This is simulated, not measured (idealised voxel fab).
This is a process module. Its name is voxel transistor to metal.
Xsec cut, 280 nm wide, square cell size 5 nm.
Throughout this document, each cross-section is represented as a grid of square cells and is presented as a sequence of bands enumerated from the top downward, where a band comprises one or more rows of cells.
The band entry comprises the height of the band's top followed by the height of its bottom, expressed in nm, and subsequently the band's materials from left to right, each stated together with its width in nm. Where a single material is marked with the word "everywhere", that material fills the band from edge to edge. The word "empty" represents empty space.
Below 0: as-received wafer, all one material; heights counted from there. Lowest band: no bottom, goes on down, written "0 nm and below".
Top row gets the first number, bottom row gets the second, and each row in between changes by the same step: that is how a band width like "30..40" works.
"everything unchanged", as given for a step, is the statement that not any cell of the cross-section underwent a change during that step.
If an empty space has no open way to the top and is at least 8 cells in size, "Listed closed voids" lists it, written width x height at distance, where distance is measured from the left edge and every value is in nm.
after a step's settings: what the simulator itself notes on the step
Each step line may optionally specify "overlay nm", which for a step with a mask gives the rightward distance between the mask's planned place and where it lay, a negative value indicating the leftward direction.
The following list gives the planned process steps
1 RECEIVE, material Si
2 OXIDIZE, depth nm 5
3 CONFORMAL_DEP, material SiN, thk nm 15
4 MASKED_ETCH, tone cover, mask id ACTIVE, width nm 100, pitch nm 130, etch materials SiN, depth nm 15, overlay nm 0
5 MASKED_ETCH, tone cover, mask id ACTIVE, width nm 100, pitch nm 130, etch materials SiO2, depth nm 5, overlay nm 0
6 MASKED_ETCH, tone cover, mask id ACTIVE, width nm 100, pitch nm 130, etch materials Si, depth nm 25, overlay nm 0
7 OXIDIZE, depth nm 5
8 FILL_DEP, material SiO2, thk nm 5
9 CMP, height nm 15
10 SELECTIVE_ETCH, etch materials SiO2, depth nm 15
11 STRIP, etch materials SiN
12 SELECTIVE_ETCH, etch materials SiO2, depth nm 5
13 OXIDIZE, depth nm 5
14 DIRECTIONAL_DEP, material polySi, thk nm 20
15 DIRECTIONAL_DEP, material SiCN, thk nm 10
16 MASKED_ETCH, tone cover, mask id GATE, width nm 20, pitch nm 130, etch materials SiCN, depth nm 20, overlay nm 0
17 MASKED_ETCH, tone cover, mask id GATE, width nm 20, pitch nm 130, etch materials polySi, depth nm 30, overlay nm 0
18 CONFORMAL_DEP, material SiN, thk nm 5
19 DIRECTIONAL_ETCH, etch materials SiN, depth nm 5
20 DIRECTIONAL_ETCH, etch materials SiO2, depth nm 5
21 EPI, material pSi, thk nm 5
22 FILL_DEP, material SiO2, thk nm 10
23 CMP, height nm 25
24 DIRECTIONAL_DEP, material SiO2, thk nm 10
25 DIRECTIONAL_DEP, material aC, thk nm 15
26 PATTERN, tone open, mask id CONTACT, material resist, width nm 30, thk nm 30, overlay nm 0
27 DIRECTIONAL_ETCH, etch materials aC, depth nm 15
28 STRIP, etch materials resist
29 DIRECTIONAL_ETCH, etch materials SiO2, depth nm 40
30 STRIP, etch materials aC
31 CONFORMAL_DEP, material TiN, thk nm 5
32 FILL_DEP, material W, thk nm 10
33 CMP, height nm 35
34 CONFORMAL_DEP, material SiN, thk nm 5
35 DIRECTIONAL_DEP, material SiO2, thk nm 15
36 DIRECTIONAL_DEP, material aC, thk nm 10
37 PATTERN, tone open, mask id METAL_1, material resist, width nm 15, thk nm 30, overlay nm 0
38 DIRECTIONAL_ETCH, etch materials aC, depth nm 10
39 STRIP, etch materials resist
40 DIRECTIONAL_ETCH, etch materials SiO2, depth nm 15
41 DIRECTIONAL_ETCH, etch materials SiN, depth nm 5
42 STRIP, etch materials aC
43 CONFORMAL_DEP, material TiN, thk nm 5
44 FILL_DEP, material Cu, thk nm 10
45 CMP, height nm 55
46 CONFORMAL_DEP, material SiN, thk nm 5
Concerning the first of two wafers, which was run in accordance with the plan
So this is the incoming wafer in cross-section - it's already been through step 1
* 0 nm and below: Si everywhere
* Listed closed voids: none
Upon completion of step 2, the wafer appears in cross-section as shown
* 0 nm to -5 nm: SiO2 everywhere
* Below -5, no change.
Upon completion of step 3, the wafer appears in cross-section as shown
* 15 nm to 0 nm: SiN everywhere
* Below 0, no change.
Upon completion of step 4, the wafer appears in cross-section as shown
* 15 nm to 0 nm: empty=25  SiN=100  empty=30  SiN=100  empty=25
* Below 0, no change.
Upon completion of step 5, the wafer appears in cross-section as shown
* 15 nm to 0 nm: empty=25  SiN=100  empty=30  SiN=100  empty=25
* 0 nm to -5 nm: empty=25  SiO2=100  empty=30  SiO2=100  empty=25
* Below -5, no change.
Upon completion of step 6, the wafer appears in cross-section as shown
* 15 nm to 0 nm: empty=25  SiN=100  empty=30  SiN=100  empty=25
* 0 nm to -5 nm: empty=25  SiO2=100  empty=30  SiO2=100  empty=25
* -5 nm to -30 nm: empty=25  Si=100  empty=30  Si=100  empty=25
* Below -30, no change.
Upon completion of step 7, the wafer appears in cross-section as shown
* 15 nm to 0 nm: empty=25  SiN=100  empty=30  SiN=100  empty=25
* 0 nm to -5 nm: empty=25  SiO2=100  empty=30  SiO2=100  empty=25
* -5 nm to -30 nm: empty=25  SiO2=5  Si=90  SiO2=5  empty=30  SiO2=5  Si=90  SiO2=5  empty=25
* -30 nm to -35 nm: SiO2=30  Si=90  SiO2=40  Si=90  SiO2=30
* Below -35, no change.
Upon completion of step 8, the wafer appears in cross-section as shown
* 20 nm to 15 nm: SiO2 everywhere
* 15 nm to 0 nm: SiO2=25  SiN=100  SiO2=30  SiN=100  SiO2=25
* 0 nm to -5 nm: SiO2 everywhere
* -5 nm to -35 nm: SiO2=30  Si=90  SiO2=40  Si=90  SiO2=30
* Below -35, no change.
Upon completion of step 9, the wafer appears in cross-section as shown
* 15 nm to 0 nm: SiO2=25  SiN=100  SiO2=30  SiN=100  SiO2=25
* Below 0, no change.
Upon completion of step 10, the wafer appears in cross-section as shown
* 15 nm to 0 nm: empty=25  SiN=100  empty=30  SiN=100  empty=25
* Below 0, no change.
Upon completion of step 11, the wafer appears in cross-section as shown
* 0 nm to -5 nm: SiO2 everywhere
* Below -5, no change.
Upon completion of step 12, the wafer appears in cross-section as shown
* -5 nm to -35 nm: SiO2=30  Si=90  SiO2=40  Si=90  SiO2=30
* Below -35, no change.
Upon completion of step 13, the wafer appears in cross-section as shown
* -5 nm to -10 nm: SiO2 everywhere
* Below -10, no change.
Upon completion of step 14, the wafer appears in cross-section as shown
* 15 nm to -5 nm: polySi everywhere
* Below -5, no change.
Upon completion of step 15, the wafer appears in cross-section as shown
* 25 nm to 15 nm: SiCN everywhere
* Below 15, no change.
Upon completion of step 16, the wafer appears in cross-section as shown
* 25 nm to 15 nm: empty=65  SiCN=20  empty=110  SiCN=20  empty=65
* Below 15, no change.
Upon completion of step 17, the wafer appears in cross-section as shown
* 25 nm to 15 nm: empty=65  SiCN=20  empty=110  SiCN=20  empty=65
* 15 nm to -5 nm: empty=65  polySi=20  empty=110  polySi=20  empty=65
* Below -5, no change.
Upon completion of step 18, the wafer appears in cross-section as shown
* 30 nm to 25 nm: empty=60  SiN=30  empty=100  SiN=30  empty=60
* 25 nm to 15 nm: empty=60  SiN=5  SiCN=20  SiN=5  empty=100  SiN=5  SiCN=20  SiN=5  empty=60
* 15 nm to 0 nm: empty=60  SiN=5  polySi=20  SiN=5  empty=100  SiN=5  polySi=20  SiN=5  empty=60
* 0 nm to -5 nm: SiN=65  polySi=20  SiN=110  polySi=20  SiN=65
* Below -5, no change.
Upon completion of step 19, the wafer appears in cross-section as shown
* 25 nm to 15 nm: empty=60  SiN=5  SiCN=20  SiN=5  empty=100  SiN=5  SiCN=20  SiN=5  empty=60
* 15 nm to -5 nm: empty=60  SiN=5  polySi=20  SiN=5  empty=100  SiN=5  polySi=20  SiN=5  empty=60
* Below -5, no change.
Upon completion of step 20, the wafer appears in cross-section as shown
* 25 nm to 15 nm: empty=60  SiN=5  SiCN=20  SiN=5  empty=100  SiN=5  SiCN=20  SiN=5  empty=60
* 15 nm to -5 nm: empty=60  SiN=5  polySi=20  SiN=5  empty=100  SiN=5  polySi=20  SiN=5  empty=60
* -5 nm to -10 nm: empty=60  SiO2=30  empty=100  SiO2=30  empty=60
* Below -10, no change.
Upon completion of step 21, the wafer appears in cross-section as shown
* 25 nm to 15 nm: empty=60  SiN=5  SiCN=20  SiN=5  empty=100  SiN=5  SiCN=20  SiN=5  empty=60
* 15 nm to -5 nm: empty=60  SiN=5  polySi=20  SiN=5  empty=100  SiN=5  polySi=20  SiN=5  empty=60
* -5 nm to -10 nm: empty=25  pSi=35  SiO2=30  pSi=35  empty=30  pSi=35  SiO2=30  pSi=35  empty=25
* Below -10, no change.
Upon completion of step 22, the wafer appears in cross-section as shown
* 35 nm to 25 nm: SiO2 everywhere
* 25 nm to 15 nm: SiO2=60  SiN=5  SiCN=20  SiN=5  SiO2=100  SiN=5  SiCN=20  SiN=5  SiO2=60
* 15 nm to -5 nm: SiO2=60  SiN=5  polySi=20  SiN=5  SiO2=100  SiN=5  polySi=20  SiN=5  SiO2=60
* -5 nm to -10 nm: SiO2=25  pSi=35  SiO2=30  pSi=35  SiO2=30  pSi=35  SiO2=30  pSi=35  SiO2=25
* Below -10, no change.
Upon completion of step 23, the wafer appears in cross-section as shown
* 25 nm to 15 nm: SiO2=60  SiN=5  SiCN=20  SiN=5  SiO2=100  SiN=5  SiCN=20  SiN=5  SiO2=60
* Below 15, no change.
Upon completion of step 24, the wafer appears in cross-section as shown
* 35 nm to 25 nm: SiO2 everywhere
* Below 25, no change.
Upon completion of step 25, the wafer appears in cross-section as shown
* 50 nm to 35 nm: aC everywhere
* Below 35, no change.
Upon completion of step 26, the wafer appears in cross-section as shown
* 80 nm to 50 nm: resist=30  empty=30  resist=30  empty=30  resist=40  empty=30  resist=30  empty=30  resist=30
* Below 50, no change.
Upon completion of step 27, the wafer appears in cross-section as shown
* 65 nm to 50 nm: resist=30  empty=30  resist=30  empty=30  resist=40  empty=30  resist=30  empty=30  resist=30
* 50 nm to 35 nm: aC=30  empty=30  aC=30  empty=30  aC=40  empty=30  aC=30  empty=30  aC=30
* Below 35, no change.
Upon completion of step 28, the wafer appears in cross-section as shown
* 50 nm to 35 nm: aC=30  empty=30  aC=30  empty=30  aC=40  empty=30  aC=30  empty=30  aC=30
* Below 35, no change.
Upon completion of step 29, the wafer appears in cross-section as shown
* 50 nm to 35 nm: aC=30  empty=30  aC=30  empty=30  aC=40  empty=30  aC=30  empty=30  aC=30
* 35 nm to 25 nm: SiO2=30  empty=30  SiO2=30  empty=30  SiO2=40  empty=30  SiO2=30  empty=30  SiO2=30
* 25 nm to 15 nm: SiO2=30  empty=30  SiN=5  SiCN=20  SiN=5  empty=30  SiO2=40  empty=30  SiN=5  SiCN=20  SiN=5  empty=30  SiO2=30
* 15 nm to -5 nm: SiO2=30  empty=30  SiN=5  polySi=20  SiN=5  empty=30  SiO2=40  empty=30  SiN=5  polySi=20  SiN=5  empty=30  SiO2=30
* Below -5, no change.
Upon completion of step 30, the wafer appears in cross-section as shown
* 35 nm to 25 nm: SiO2=30  empty=30  SiO2=30  empty=30  SiO2=40  empty=30  SiO2=30  empty=30  SiO2=30
* Below 25, no change.
Upon completion of step 31, the wafer appears in cross-section as shown
* 40 nm to 35 nm: TiN=35  empty=20  TiN=40  empty=20  TiN=50  empty=20  TiN=40  empty=20  TiN=35
* 35 nm to 25 nm: SiO2=30  TiN=5  empty=20  TiN=5  SiO2=30  TiN=5  empty=20  TiN=5  SiO2=40  TiN=5  empty=20  TiN=5  SiO2=30  TiN=5  empty=20  TiN=5  SiO2=30
* 25 nm to 15 nm: SiO2=30  TiN=5  empty=20  TiN=5  SiN=5  SiCN=20  SiN=5  TiN=5  empty=20  TiN=5  SiO2=40  TiN=5  empty=20  TiN=5  SiN=5  SiCN=20  SiN=5  TiN=5  empty=20  TiN=5  SiO2=30
* 15 nm to 0 nm: SiO2=30  TiN=5  empty=20  TiN=5  SiN=5  polySi=20  SiN=5  TiN=5  empty=20  TiN=5  SiO2=40  TiN=5  empty=20  TiN=5  SiN=5  polySi=20  SiN=5  TiN=5  empty=20  TiN=5  SiO2=30
* 0 nm to -5 nm: SiO2=30  TiN=30  SiN=5  polySi=20  SiN=5  TiN=30  SiO2=40  TiN=30  SiN=5  polySi=20  SiN=5  TiN=30  SiO2=30
* Below -5, no change.
Upon completion of step 32, the wafer appears in cross-section as shown
* 50 nm to 40 nm: W everywhere
* 40 nm to 35 nm: TiN=35  W=20  TiN=40  W=20  TiN=50  W=20  TiN=40  W=20  TiN=35
* 35 nm to 25 nm: SiO2=30  TiN=5  W=20  TiN=5  SiO2=30  TiN=5  W=20  TiN=5  SiO2=40  TiN=5  W=20  TiN=5  SiO2=30  TiN=5  W=20  TiN=5  SiO2=30
* 25 nm to 15 nm: SiO2=30  TiN=5  W=20  TiN=5  SiN=5  SiCN=20  SiN=5  TiN=5  W=20  TiN=5  SiO2=40  TiN=5  W=20  TiN=5  SiN=5  SiCN=20  SiN=5  TiN=5  W=20  TiN=5  SiO2=30
* 15 nm to 0 nm: SiO2=30  TiN=5  W=20  TiN=5  SiN=5  polySi=20  SiN=5  TiN=5  W=20  TiN=5  SiO2=40  TiN=5  W=20  TiN=5  SiN=5  polySi=20  SiN=5  TiN=5  W=20  TiN=5  SiO2=30
* Below 0, no change.
Upon completion of step 33, the wafer appears in cross-section as shown
* 35 nm to 25 nm: SiO2=30  TiN=5  W=20  TiN=5  SiO2=30  TiN=5  W=20  TiN=5  SiO2=40  TiN=5  W=20  TiN=5  SiO2=30  TiN=5  W=20  TiN=5  SiO2=30
* Below 25, no change.
Upon completion of step 34, the wafer appears in cross-section as shown
* 40 nm to 35 nm: SiN everywhere
* Below 35, no change.
Upon completion of step 35, the wafer appears in cross-section as shown
* 55 nm to 40 nm: SiO2 everywhere
* Below 40, no change.
Upon completion of step 36, the wafer appears in cross-section as shown
* 65 nm to 55 nm: aC everywhere
* Below 55, no change.
Upon completion of step 37, the wafer appears in cross-section as shown
* 95 nm to 65 nm: resist=30  empty=15  resist=60  empty=15  resist=40  empty=15  resist=60  empty=15  resist=30
* Below 65, no change.
Upon completion of step 38, the wafer appears in cross-section as shown
* 85 nm to 65 nm: resist=30  empty=15  resist=60  empty=15  resist=40  empty=15  resist=60  empty=15  resist=30
* 65 nm to 55 nm: aC=30  empty=15  aC=60  empty=15  aC=40  empty=15  aC=60  empty=15  aC=30
* Below 55, no change.
Upon completion of step 39, the wafer appears in cross-section as shown
* 65 nm to 55 nm: aC=30  empty=15  aC=60  empty=15  aC=40  empty=15  aC=60  empty=15  aC=30
* Below 55, no change.
Upon completion of step 40, the wafer appears in cross-section as shown
* 65 nm to 55 nm: aC=30  empty=15  aC=60  empty=15  aC=40  empty=15  aC=60  empty=15  aC=30
* 55 nm to 40 nm: SiO2=30  empty=15  SiO2=60  empty=15  SiO2=40  empty=15  SiO2=60  empty=15  SiO2=30
* Below 40, no change.
Upon completion of step 41, the wafer appears in cross-section as shown
* 65 nm to 55 nm: aC=30  empty=15  aC=60  empty=15  aC=40  empty=15  aC=60  empty=15  aC=30
* 55 nm to 40 nm: SiO2=30  empty=15  SiO2=60  empty=15  SiO2=40  empty=15  SiO2=60  empty=15  SiO2=30
* 40 nm to 35 nm: SiN=30  empty=15  SiN=60  empty=15  SiN=40  empty=15  SiN=60  empty=15  SiN=30
* Below 35, no change.
Upon completion of step 42, the wafer appears in cross-section as shown
* 55 nm to 40 nm: SiO2=30  empty=15  SiO2=60  empty=15  SiO2=40  empty=15  SiO2=60  empty=15  SiO2=30
* Below 40, no change.
Upon completion of step 43, the wafer appears in cross-section as shown
* 60 nm to 55 nm: TiN=35  empty=5  TiN=70  empty=5  TiN=50  empty=5  TiN=70  empty=5  TiN=35
* 55 nm to 40 nm: SiO2=30  TiN=5  empty=5  TiN=5  SiO2=60  TiN=5  empty=5  TiN=5  SiO2=40  TiN=5  empty=5  TiN=5  SiO2=60  TiN=5  empty=5  TiN=5  SiO2=30
* 40 nm to 35 nm: SiN=30  TiN=15  SiN=60  TiN=15  SiN=40  TiN=15  SiN=60  TiN=15  SiN=30
* Below 35, no change.
Upon completion of step 44, the wafer appears in cross-section as shown
* 70 nm to 60 nm: Cu everywhere
* 60 nm to 55 nm: TiN=35  Cu=5  TiN=70  Cu=5  TiN=50  Cu=5  TiN=70  Cu=5  TiN=35
* 55 nm to 40 nm: SiO2=30  TiN=5  Cu=5  TiN=5  SiO2=60  TiN=5  Cu=5  TiN=5  SiO2=40  TiN=5  Cu=5  TiN=5  SiO2=60  TiN=5  Cu=5  TiN=5  SiO2=30
* Below 40, no change.
Upon completion of step 45, the wafer appears in cross-section as shown
* 55 nm to 40 nm: SiO2=30  TiN=5  Cu=5  TiN=5  SiO2=60  TiN=5  Cu=5  TiN=5  SiO2=40  TiN=5  Cu=5  TiN=5  SiO2=60  TiN=5  Cu=5  TiN=5  SiO2=30
* Below 40, no change.
Upon completion of step 46, the wafer appears in cross-section as shown
* 60 nm to 55 nm: SiN everywhere
* Below 55, no change.
For the second wafer, take the first wafer's start and plan, then add one mistake made in running it; everything through step 13, that step included, is shared with the first
Second wafer cross-section, taken as of the time the plan sets for step 14 to be done
* 20 nm to -5 nm: polySi everywhere
* Below -5, no change.
Second wafer cross-section, taken as of the time the plan sets for step 15 to be done
* 30 nm to 20 nm: SiCN everywhere
* Below 20, no change.
Second wafer cross-section, taken as of the time the plan sets for step 16 to be done
* 30 nm to 20 nm: empty=65  SiCN=20  empty=110  SiCN=20  empty=65
* Below 20, no change.
Second wafer cross-section, taken as of the time the plan sets for step 17 to be done
* 30 nm to 20 nm: empty=65  SiCN=20  empty=110  SiCN=20  empty=65
* 20 nm to -5 nm: empty=65  polySi=20  empty=110  polySi=20  empty=65
* Below -5, no change.
Second wafer cross-section, taken as of the time the plan sets for step 18 to be done
* 35 nm to 30 nm: empty=60  SiN=30  empty=100  SiN=30  empty=60
* 30 nm to 20 nm: empty=60  SiN=5  SiCN=20  SiN=5  empty=100  SiN=5  SiCN=20  SiN=5  empty=60
* 20 nm to 0 nm: empty=60  SiN=5  polySi=20  SiN=5  empty=100  SiN=5  polySi=20  SiN=5  empty=60
* 0 nm to -5 nm: SiN=65  polySi=20  SiN=110  polySi=20  SiN=65
* Below -5, no change.
Second wafer cross-section, taken as of the time the plan sets for step 19 to be done
* 30 nm to 20 nm: empty=60  SiN=5  SiCN=20  SiN=5  empty=100  SiN=5  SiCN=20  SiN=5  empty=60
* 20 nm to -5 nm: empty=60  SiN=5  polySi=20  SiN=5  empty=100  SiN=5  polySi=20  SiN=5  empty=60
* Below -5, no change.
Second wafer cross-section, taken as of the time the plan sets for step 20 to be done
* 30 nm to 20 nm: empty=60  SiN=5  SiCN=20  SiN=5  empty=100  SiN=5  SiCN=20  SiN=5  empty=60
* 20 nm to -5 nm: empty=60  SiN=5  polySi=20  SiN=5  empty=100  SiN=5  polySi=20  SiN=5  empty=60
* -5 nm to -10 nm: empty=60  SiO2=30  empty=100  SiO2=30  empty=60
* Below -10, no change.
Second wafer cross-section, taken as of the time the plan sets for step 21 to be done
* 30 nm to 20 nm: empty=60  SiN=5  SiCN=20  SiN=5  empty=100  SiN=5  SiCN=20  SiN=5  empty=60
* 20 nm to -5 nm: empty=60  SiN=5  polySi=20  SiN=5  empty=100  SiN=5  polySi=20  SiN=5  empty=60
* -5 nm to -10 nm: empty=25  pSi=35  SiO2=30  pSi=35  empty=30  pSi=35  SiO2=30  pSi=35  empty=25
* Below -10, no change.
Second wafer cross-section, taken as of the time the plan sets for step 22 to be done
* 40 nm to 30 nm: SiO2 everywhere
* 30 nm to 20 nm: SiO2=60  SiN=5  SiCN=20  SiN=5  SiO2=100  SiN=5  SiCN=20  SiN=5  SiO2=60
* 20 nm to -5 nm: SiO2=60  SiN=5  polySi=20  SiN=5  SiO2=100  SiN=5  polySi=20  SiN=5  SiO2=60
* -5 nm to -10 nm: SiO2=25  pSi=35  SiO2=30  pSi=35  SiO2=30  pSi=35  SiO2=30  pSi=35  SiO2=25
* Below -10, no change.
Second wafer cross-section, taken as of the time the plan sets for step 23 to be done
* 25 nm to 20 nm: SiO2=60  SiN=5  SiCN=20  SiN=5  SiO2=100  SiN=5  SiCN=20  SiN=5  SiO2=60
* Below 20, no change.
Second wafer cross-section, taken as of the time the plan sets for step 24 to be done
* 35 nm to 25 nm: SiO2 everywhere
* Below 25, no change.
Second wafer cross-section, taken as of the time the plan sets for step 25 to be done
* 50 nm to 35 nm: aC everywhere
* Below 35, no change.
Second wafer cross-section, taken as of the time the plan sets for step 26 to be done
* 80 nm to 50 nm: resist=30  empty=30  resist=30  empty=30  resist=40  empty=30  resist=30  empty=30  resist=30
* Below 50, no change.
Second wafer cross-section, taken as of the time the plan sets for step 27 to be done
* 65 nm to 50 nm: resist=30  empty=30  resist=30  empty=30  resist=40  empty=30  resist=30  empty=30  resist=30
* 50 nm to 35 nm: aC=30  empty=30  aC=30  empty=30  aC=40  empty=30  aC=30  empty=30  aC=30
* Below 35, no change.
Second wafer cross-section, taken as of the time the plan sets for step 28 to be done
* 50 nm to 35 nm: aC=30  empty=30  aC=30  empty=30  aC=40  empty=30  aC=30  empty=30  aC=30
* Below 35, no change.
Second wafer cross-section, taken as of the time the plan sets for step 29 to be done
* 50 nm to 35 nm: aC=30  empty=30  aC=30  empty=30  aC=40  empty=30  aC=30  empty=30  aC=30
* 35 nm to 25 nm: SiO2=30  empty=30  SiO2=30  empty=30  SiO2=40  empty=30  SiO2=30  empty=30  SiO2=30
* 25 nm to 20 nm: SiO2=30  empty=30  SiN=5  SiCN=20  SiN=5  empty=30  SiO2=40  empty=30  SiN=5  SiCN=20  SiN=5  empty=30  SiO2=30
* 20 nm to -5 nm: SiO2=30  empty=30  SiN=5  polySi=20  SiN=5  empty=30  SiO2=40  empty=30  SiN=5  polySi=20  SiN=5  empty=30  SiO2=30
* Below -5, no change.
Second wafer cross-section, taken as of the time the plan sets for step 30 to be done
* 35 nm to 25 nm: SiO2=30  empty=30  SiO2=30  empty=30  SiO2=40  empty=30  SiO2=30  empty=30  SiO2=30
* Below 25, no change.
Second wafer cross-section, taken as of the time the plan sets for step 31 to be done
* 40 nm to 35 nm: TiN=35  empty=20  TiN=40  empty=20  TiN=50  empty=20  TiN=40  empty=20  TiN=35
* 35 nm to 25 nm: SiO2=30  TiN=5  empty=20  TiN=5  SiO2=30  TiN=5  empty=20  TiN=5  SiO2=40  TiN=5  empty=20  TiN=5  SiO2=30  TiN=5  empty=20  TiN=5  SiO2=30
* 25 nm to 20 nm: SiO2=30  TiN=5  empty=20  TiN=5  SiN=5  SiCN=20  SiN=5  TiN=5  empty=20  TiN=5  SiO2=40  TiN=5  empty=20  TiN=5  SiN=5  SiCN=20  SiN=5  TiN=5  empty=20  TiN=5  SiO2=30
* 20 nm to 0 nm: SiO2=30  TiN=5  empty=20  TiN=5  SiN=5  polySi=20  SiN=5  TiN=5  empty=20  TiN=5  SiO2=40  TiN=5  empty=20  TiN=5  SiN=5  polySi=20  SiN=5  TiN=5  empty=20  TiN=5  SiO2=30
* 0 nm to -5 nm: SiO2=30  TiN=30  SiN=5  polySi=20  SiN=5  TiN=30  SiO2=40  TiN=30  SiN=5  polySi=20  SiN=5  TiN=30  SiO2=30
* Below -5, no change.
Second wafer cross-section, taken as of the time the plan sets for step 32 to be done
* 50 nm to 40 nm: W everywhere
* 40 nm to 35 nm: TiN=35  W=20  TiN=40  W=20  TiN=50  W=20  TiN=40  W=20  TiN=35
* 35 nm to 25 nm: SiO2=30  TiN=5  W=20  TiN=5  SiO2=30  TiN=5  W=20  TiN=5  SiO2=40  TiN=5  W=20  TiN=5  SiO2=30  TiN=5  W=20  TiN=5  SiO2=30
* 25 nm to 20 nm: SiO2=30  TiN=5  W=20  TiN=5  SiN=5  SiCN=20  SiN=5  TiN=5  W=20  TiN=5  SiO2=40  TiN=5  W=20  TiN=5  SiN=5  SiCN=20  SiN=5  TiN=5  W=20  TiN=5  SiO2=30
* 20 nm to 0 nm: SiO2=30  TiN=5  W=20  TiN=5  SiN=5  polySi=20  SiN=5  TiN=5  W=20  TiN=5  SiO2=40  TiN=5  W=20  TiN=5  SiN=5  polySi=20  SiN=5  TiN=5  W=20  TiN=5  SiO2=30
* Below 0, no change.
Second wafer cross-section, taken as of the time the plan sets for step 33 to be done
* 35 nm to 25 nm: SiO2=30  TiN=5  W=20  TiN=5  SiO2=30  TiN=5  W=20  TiN=5  SiO2=40  TiN=5  W=20  TiN=5  SiO2=30  TiN=5  W=20  TiN=5  SiO2=30
* Below 25, no change.
Second wafer cross-section, taken as of the time the plan sets for step 34 to be done
* 40 nm to 35 nm: SiN everywhere
* Below 35, no change.
Second wafer cross-section, taken as of the time the plan sets for step 35 to be done
* 55 nm to 40 nm: SiO2 everywhere
* Below 40, no change.
Second wafer cross-section, taken as of the time the plan sets for step 36 to be done
* 65 nm to 55 nm: aC everywhere
* Below 55, no change.
Second wafer cross-section, taken as of the time the plan sets for step 37 to be done
* 95 nm to 65 nm: resist=30  empty=15  resist=60  empty=15  resist=40  empty=15  resist=60  empty=15  resist=30
* Below 65, no change.
Second wafer cross-section, taken as of the time the plan sets for step 38 to be done
* 85 nm to 65 nm: resist=30  empty=15  resist=60  empty=15  resist=40  empty=15  resist=60  empty=15  resist=30
* 65 nm to 55 nm: aC=30  empty=15  aC=60  empty=15  aC=40  empty=15  aC=60  empty=15  aC=30
* Below 55, no change.
Second wafer cross-section, taken as of the time the plan sets for step 39 to be done
* 65 nm to 55 nm: aC=30  empty=15  aC=60  empty=15  aC=40  empty=15  aC=60  empty=15  aC=30
* Below 55, no change.
Second wafer cross-section, taken as of the time the plan sets for step 40 to be done
* 65 nm to 55 nm: aC=30  empty=15  aC=60  empty=15  aC=40  empty=15  aC=60  empty=15  aC=30
* 55 nm to 40 nm: SiO2=30  empty=15  SiO2=60  empty=15  SiO2=40  empty=15  SiO2=60  empty=15  SiO2=30
* Below 40, no change.
Second wafer cross-section, taken as of the time the plan sets for step 41 to be done
* 65 nm to 55 nm: aC=30  empty=15  aC=60  empty=15  aC=40  empty=15  aC=60  empty=15  aC=30
* 55 nm to 40 nm: SiO2=30  empty=15  SiO2=60  empty=15  SiO2=40  empty=15  SiO2=60  empty=15  SiO2=30
* 40 nm to 35 nm: SiN=30  empty=15  SiN=60  empty=15  SiN=40  empty=15  SiN=60  empty=15  SiN=30
* Below 35, no change.
Second wafer cross-section, taken as of the time the plan sets for step 42 to be done
* 55 nm to 40 nm: SiO2=30  empty=15  SiO2=60  empty=15  SiO2=40  empty=15  SiO2=60  empty=15  SiO2=30
* Below 40, no change.
Second wafer cross-section, taken as of the time the plan sets for step 43 to be done
* 60 nm to 55 nm: TiN=35  empty=5  TiN=70  empty=5  TiN=50  empty=5  TiN=70  empty=5  TiN=35
* 55 nm to 40 nm: SiO2=30  TiN=5  empty=5  TiN=5  SiO2=60  TiN=5  empty=5  TiN=5  SiO2=40  TiN=5  empty=5  TiN=5  SiO2=60  TiN=5  empty=5  TiN=5  SiO2=30
* 40 nm to 35 nm: SiN=30  TiN=15  SiN=60  TiN=15  SiN=40  TiN=15  SiN=60  TiN=15  SiN=30
* Below 35, no change.
Second wafer cross-section, taken as of the time the plan sets for step 44 to be done
* 70 nm to 60 nm: Cu everywhere
* 60 nm to 55 nm: TiN=35  Cu=5  TiN=70  Cu=5  TiN=50  Cu=5  TiN=70  Cu=5  TiN=35
* 55 nm to 40 nm: SiO2=30  TiN=5  Cu=5  TiN=5  SiO2=60  TiN=5  Cu=5  TiN=5  SiO2=40  TiN=5  Cu=5  TiN=5  SiO2=60  TiN=5  Cu=5  TiN=5  SiO2=30
* Below 40, no change.
Second wafer cross-section, taken as of the time the plan sets for step 45 to be done
* 55 nm to 40 nm: SiO2=30  TiN=5  Cu=5  TiN=5  SiO2=60  TiN=5  Cu=5  TiN=5  SiO2=40  TiN=5  Cu=5  TiN=5  SiO2=60  TiN=5  Cu=5  TiN=5  SiO2=30
* Below 40, no change.
Second wafer cross-section, taken as of the time the plan sets for step 46 to be done
* 60 nm to 55 nm: SiN everywhere
* Below 55, no change.
What went wrong in running the wafer? step 14: run off-plan, actual operation and settings DIRECTIONAL_DEP, material polySi, thk nm 25
Upon completion, the second wafer contains, in terms of cells, a greater or smaller amount of certain materials than the first wafer: SiCN -8, polySi +8
